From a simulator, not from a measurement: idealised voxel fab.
A process module follows: voxel gate over fins.
FYI the section here is cut, 265 nm wide, cells are 5 nm squares.
Bands, listed from the top down, are how a cross-section gets written in this document; the cross-section itself is a grid of square cells, and a band is one or more rows of them.
Read a band's entry like this: the first values are the height of its top and the height of its bottom in nm, and what follows is the sequence of materials from left to right, each with its width in nm. Note that "empty" is empty space, and that a single material marked "edge to edge" reaches across the band from edge to edge.
Ref level 0: as-received wafer is one material below here. Bottom band extends down with no lower bound ("0..down").
The width entry "30..40" should be interpreted row by row: the top row of cells in the band takes the first number, the bottom row takes the second number, and the change between adjacent rows is uniform throughout.
For the purposes of this document, the phrase "no change" attached to a step denotes that no cell within the cross-section was modified by that step.
Entry "Sealed voids". Content: empty spaces with no open connection to the top, size 8 cells or greater. Each: width x height at distance. Distance: from left edge. Unit: nm.
Past the settings on a step's line: simulator remark, on that step.
For masked steps, "overlay nm" on the step line gives how far right of plan the mask actually lay; a minus sign means it lay to the left.
Planned process steps:
step 1: RECEIVE [material Si]
step 2: CONFORMAL_DEP [material SiN] [thk nm 10]
step 3: MASKED_ETCH [tone cover] [mask id FINS] [width nm 15] [pitch nm 45] [etch materials SiN] [depth nm 10] [overlay nm 0]
step 4: MASKED_ETCH [tone cover] [mask id FINS] [width nm 15] [pitch nm 45] [etch materials Si] [depth nm 30] [overlay nm 0]
step 5: OXIDIZE [depth nm 5]
step 6: FILL_DEP [material SiO2] [thk nm 5]
step 7: CMP [height nm 10]
step 8: SELECTIVE_ETCH [etch materials SiO2] [depth nm 25]
step 9: STRIP [etch materials SiN]
step 10: CONFORMAL_DEP [material HfO2] [thk nm 5]
step 11: CONFORMAL_DEP [material TiN] [thk nm 5]
step 12: CONFORMAL_DEP [material TiAl] [thk nm 5]
step 13: CONFORMAL_DEP [material TiN] [thk nm 5]
step 14: FILL_DEP [material W] [thk nm 10]
step 15: CMP [height nm 25]
step 16: CONFORMAL_DEP [material SiCN] [thk nm 5]
Heads up: all these wafers start the same, and what changes between them is the thk nm in step 16. The value you see in the plan is just what the first wafer got.
Cross-section: the first of several wafers in its as-received state, i.e. following step 1:
0..down  Si edge to edge
Sealed voids: none
Where each wafer stands at the end of the module, a row apiece: cells of each material gained (+) or lost (-) since it was received, then closed voids:
thk nm 5; +77 HfO2; -343 Si; +53 SiCN; +196 SiO2; +77 TiAl; +154 TiN; +104 W; Sealed voids: none
thk nm 10; +77 HfO2; -343 Si; +106 SiCN; +196 SiO2; +77 TiAl; +154 TiN; +104 W; Sealed voids: none
thk nm 15; +77 HfO2; -343 Si; +159 SiCN; +196 SiO2; +77 TiAl; +154 TiN; +104 W; Sealed voids: none
thk nm 20; +77 HfO2; -343 Si; +212 SiCN; +196 SiO2; +77 TiAl; +154 TiN; +104 W; Sealed voids: none
thk nm 25; +77 HfO2; -343 Si; +265 SiCN; +196 SiO2; +77 TiAl; +154 TiN; +104 W; Sealed voids: none
